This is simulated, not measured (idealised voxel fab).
process module | voxel double patterning
cross-section cut | 280 nm wide | cells 5 nm
A cross-section is a grid of square cells, given in bands from the top down. A band is one or more rows of cells.
Each band's line starts with the height of the band's top and of its bottom, in nm. Then come its materials from left to right, each with its width in nm. One material with "throughout" fills the band from edge to edge. "air" is empty space.
Height 0 is the level under which the wafer as received is all one material. The lowest band goes on downwards, as in "0 down".
A width such as "30 to 40" changes by the same amount from each row of cells to the next, from the band's top row to its bottom row.
"no change" after a step means that no cell of the cross-section changed.
closed voids: empty space of 8 cells or more with no open way to the top, each as width x height at its distance from the left edge, in nm
after a step's settings: what the simulator itself notes on the step
overlay nm, on a step with a mask: how far to the right of its planned place the mask lay; to the left if negative
plan
1 op RECEIVE | material Si
2 op CONFORMAL_DEP | material SiO2 | thk nm 5
3 op DIRECTIONAL_DEP | material TiN | thk nm 20
4 op DIRECTIONAL_DEP | material SiCN | thk nm 5
5 op PATTERN | tone open | mask id FIRST | material resist | width nm 15 | pitch nm 50 | thk nm 15 | overlay nm 0
6 op DIRECTIONAL_ETCH | etch materials SiCN | depth nm 5
7 op STRIP | etch materials resist
8 op PATTERN | tone open | mask id SECOND | material resist | width nm 15 | thk nm 15 | overlay nm 0
9 op DIRECTIONAL_ETCH | etch materials SiCN | depth nm 5
10 op STRIP | etch materials resist
11 op DIRECTIONAL_ETCH | etch materials TiN | depth nm 20
12 op STRIP | etch materials SiCN
as received, after step 1
  0 down: Si throughout
  closed voids: none
first wafer at the end, as planned
  25 to 5: TiN 105 | air 15 | TiN 10 | air 15 | TiN 10 | air 15 | TiN 110
  5 to 0: SiO2 throughout
  0 down: Si throughout
  closed voids: none
second wafer at the end: like start, like plan, one mistake
  45 to 25: TiN 105 | air 15 | TiN 10 | air 15 | TiN 10 | air 15 | TiN 110
  25 to 5: TiN throughout
  5 to 0: SiO2 throughout
  0 down: Si throughout
  closed voids: none
what went wrong: step 3 was run twice
at the end the second wafer has, in cells: 224 more of TiN
